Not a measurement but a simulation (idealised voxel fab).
This section sets out a process module, namely voxel air gaps.
The cross-section shown here is cut; it is 205 nm wide and divided into square cells measuring 5 nm on a side.
We lay out every cross-section as a grid of square cells and spell it out in bands from the top down, where one band means one or more rows of cells.
Band entry format. Leading values: height of top, height of bottom, nm. Remainder: materials in left-to-right order, each with its width in nm. Special words: "full width" on a single material, which then fills the band edge to edge; "empty", empty space.
Below 0: as-received wafer, all one material; heights counted from there. Lowest band: no bottom, goes on down, written "z 0 and below".
Top row gets the first number, bottom row gets the second, and each row in between changes by the same step: that is how a band width like "30->40" works.
Where a step carries "nothing altered", the cross-section came out of it unchanged, cell for cell.
Under "Tabulated closed voids" you'll find the enclosed gaps, the ones with no way out to the top, that are 8 cells or bigger; each reads width x height at distance, with distance counted from the left edge, everything in nm.
Note: text after step settings on the step line = simulator remark on that step.
You can add "overlay nm" to a step's line. For a step with a mask, it describes how far the mask lay to the right of its planned position, and a negative number describes a lay to the left.

PLANNED PROCESS STEPS
1,op RECEIVE | material Si
2,op CONFORMAL_DEP | material SiO2 | thk nm 10
3,op CONFORMAL_DEP | material SiN | thk nm 5
4,op DIRECTIONAL_DEP | material SiO2 | thk nm 35
5,op PATTERN | tone open | mask id LINES | material resist | width nm 25 | pitch nm 55 | thk nm 20 | overlay nm 0
6,op DIRECTIONAL_ETCH | etch materials SiO2 | depth nm 35
7,op STRIP | etch materials resist
8,op CONFORMAL_DEP | material TiN | thk nm 5
9,op FILL_DEP | material Ru | thk nm 5
10,op CMP | height nm 50
11,op EPI | material Ru | thk nm 10
12,op SELECTIVE_ETCH | etch materials SiO2 | depth nm 45
13,op CONFORMAL_DEP | material SiCN | thk nm 5

RUN AS PLANNED: FIRST OF TWO WAFERS

SHOWN IN CROSS-SECTION IS THE WAFER AS RECEIVED, THAT IS, AS IT STANDS AFTER STEP 1
z 0 and below = Si full width
Tabulated closed voids: none

WAFER SECTION VIEW AFTER PROCESSING STEP 2
z 10 to 0 = SiO2 full width
Under the height 0 nothing was changed.

WAFER SECTION VIEW AFTER PROCESSING STEP 3
z 15 to 10 = SiN full width
Under the height 10 nothing was changed.

WAFER SECTION VIEW AFTER PROCESSING STEP 4
z 50 to 15 = SiO2 full width
Under the height 15 nothing was changed.

WAFER SECTION VIEW AFTER PROCESSING STEP 5
z 70 to 50 = resist: 35, then empty: 25, then resist: 30, then empty: 25, then resist: 30, then empty: 25, then resist: 35
Under the height 50 nothing was changed.

WAFER SECTION VIEW AFTER PROCESSING STEP 6
z 70 to 50 = resist: 35, then empty: 25, then resist: 30, then empty: 25, then resist: 30, then empty: 25, then resist: 35
z 50 to 15 = SiO2: 35, then empty: 25, then SiO2: 30, then empty: 25, then SiO2: 30, then empty: 25, then SiO2: 35
Under the height 15 nothing was changed.

WAFER SECTION VIEW AFTER PROCESSING STEP 7
z 50 to 15 = SiO2: 35, then empty: 25, then SiO2: 30, then empty: 25, then SiO2: 30, then empty: 25, then SiO2: 35
Under the height 15 nothing was changed.

WAFER SECTION VIEW AFTER PROCESSING STEP 8
z 55 to 50 = TiN: 40, then empty: 15, then TiN: 40, then empty: 15, then TiN: 40, then empty: 15, then TiN: 40
z 50 to 20 = SiO2: 35, then TiN: 5, then empty: 15, then TiN: 5, then SiO2: 30, then TiN: 5, then empty: 15, then TiN: 5, then SiO2: 30, then TiN: 5, then empty: 15, then TiN: 5, then SiO2: 35
z 20 to 15 = SiO2: 35, then TiN: 25, then SiO2: 30, then TiN: 25, then SiO2: 30, then TiN: 25, then SiO2: 35
Under the height 15 nothing was changed.

WAFER SECTION VIEW AFTER PROCESSING STEP 9
z 60 to 55 = Ru full width
z 55 to 50 = TiN: 40, then Ru: 15, then TiN: 40, then Ru: 15, then TiN: 40, then Ru: 15, then TiN: 40
z 50 to 20 = SiO2: 35, then TiN: 5, then Ru: 15, then TiN: 5, then SiO2: 30, then TiN: 5, then Ru: 15, then TiN: 5, then SiO2: 30, then TiN: 5, then Ru: 15, then TiN: 5, then SiO2: 35
Under the height 20 nothing was changed.

WAFER SECTION VIEW AFTER PROCESSING STEP 10
z 50 to 20 = SiO2: 35, then TiN: 5, then Ru: 15, then TiN: 5, then SiO2: 30, then TiN: 5, then Ru: 15, then TiN: 5, then SiO2: 30, then TiN: 5, then Ru: 15, then TiN: 5, then SiO2: 35
Under the height 20 nothing was changed.

WAFER SECTION VIEW AFTER PROCESSING STEP 11
z 60 to 50 = empty: 25, then Ru: 45, then empty: 10, then Ru: 45, then empty: 10, then Ru: 45, then empty: 25
Under the height 50 nothing was changed.

WAFER SECTION VIEW AFTER PROCESSING STEP 12
z 60 to 50 = empty: 25, then Ru: 45, then empty: 10, then Ru: 45, then empty: 10, then Ru: 45, then empty: 25
z 50 to 20 = empty: 35, then TiN: 5, then Ru: 15, then TiN: 5, then empty: 30, then TiN: 5, then Ru: 15, then TiN: 5, then empty: 30, then TiN: 5, then Ru: 15, then TiN: 5, then empty: 35
z 20 to 15 = empty: 35, then TiN: 25, then empty: 30, then TiN: 25, then empty: 30, then TiN: 25, then empty: 35
Under the height 15 nothing was changed.

WAFER SECTION VIEW AFTER PROCESSING STEP 13
z 65 to 60 = empty: 20, then SiCN: 165, then empty: 20
z 60 to 50 = empty: 20, then SiCN: 5, then Ru: 45, then SiCN: 10, then Ru: 45, then SiCN: 10, then Ru: 45, then SiCN: 5, then empty: 20
z 50 to 45 = empty: 20, then SiCN: 15, then TiN: 5, then Ru: 15, then TiN: 5, then SiCN: 30, then TiN: 5, then Ru: 15, then TiN: 5, then SiCN: 30, then TiN: 5, then Ru: 15, then TiN: 5, then SiCN: 15, then empty: 20
z 45 to 20 = empty: 30, then SiCN: 5, then TiN: 5, then Ru: 15, then TiN: 5, then SiCN: 5, then empty: 20, then SiCN: 5, then TiN: 5, then Ru: 15, then TiN: 5, then SiCN: 5, then empty: 20, then SiCN: 5, then TiN: 5, then Ru: 15, then TiN: 5, then SiCN: 5, then empty: 30
z 20 to 15 = SiCN: 35, then TiN: 25, then SiCN: 30, then TiN: 25, then SiCN: 30, then TiN: 25, then SiCN: 35
Under the height 15 nothing was changed.
Tabulated closed voids: 20 x 25 at 65; 20 x 25 at 120

WAFER TWO. IDENTICAL START, IDENTICAL PLAN. ONE MISTAKE IN EXECUTION. IDENTICAL HISTORY THROUGH STEP 3

SECOND WAFER CROSS-SECTION, TAKEN AS OF THE TIME THE PLAN SETS FOR STEP 4 TO BE DONE
z 50 to 15 = SiCN full width
Under the height 15 nothing was changed.

SECOND WAFER CROSS-SECTION, TAKEN AS OF THE TIME THE PLAN SETS FOR STEP 5 TO BE DONE
z 70 to 50 = resist: 35, then empty: 25, then resist: 30, then empty: 25, then resist: 30, then empty: 25, then resist: 35
Under the height 50 nothing was changed.

Second wafer cross-section, taken as of the time the plan sets for step 6 to be done: nothing altered

SECOND WAFER CROSS-SECTION, TAKEN AS OF THE TIME THE PLAN SETS FOR STEP 7 TO BE DONE
z 50 to 15 = SiCN full width
Under the height 15 nothing was changed.

SECOND WAFER CROSS-SECTION, TAKEN AS OF THE TIME THE PLAN SETS FOR STEP 8 TO BE DONE
z 55 to 50 = TiN full width
Under the height 50 nothing was changed.

SECOND WAFER CROSS-SECTION, TAKEN AS OF THE TIME THE PLAN SETS FOR STEP 9 TO BE DONE
z 60 to 55 = Ru full width
Under the height 55 nothing was changed.

SECOND WAFER CROSS-SECTION, TAKEN AS OF THE TIME THE PLAN SETS FOR STEP 10 TO BE DONE
z 50 to 15 = SiCN full width
Under the height 15 nothing was changed.

Second wafer cross-section, taken as of the time the plan sets for step 11 to be done: nothing altered

Second wafer cross-section, taken as of the time the plan sets for step 12 to be done: nothing altered

SECOND WAFER CROSS-SECTION, TAKEN AS OF THE TIME THE PLAN SETS FOR STEP 13 TO BE DONE
z 55 to 15 = SiCN full width
Under the height 15 nothing was changed.
It is concluded that the wafer was processed incorrectly with respect to the plan, in that it should be noted that step 4 was executed with settings other than those planned, the operation and settings actually applied being op DIRECTIONAL_DEP | material SiCN | thk nm 35
The closing comparison, in cells, has the second wafer with more or fewer of some materials than the first: 108 fewer of Ru, 209 more of SiCN, 51 fewer of TiN
Ultimately, the number of closed voids is 2 in the first wafer and 0 in the second wafer.
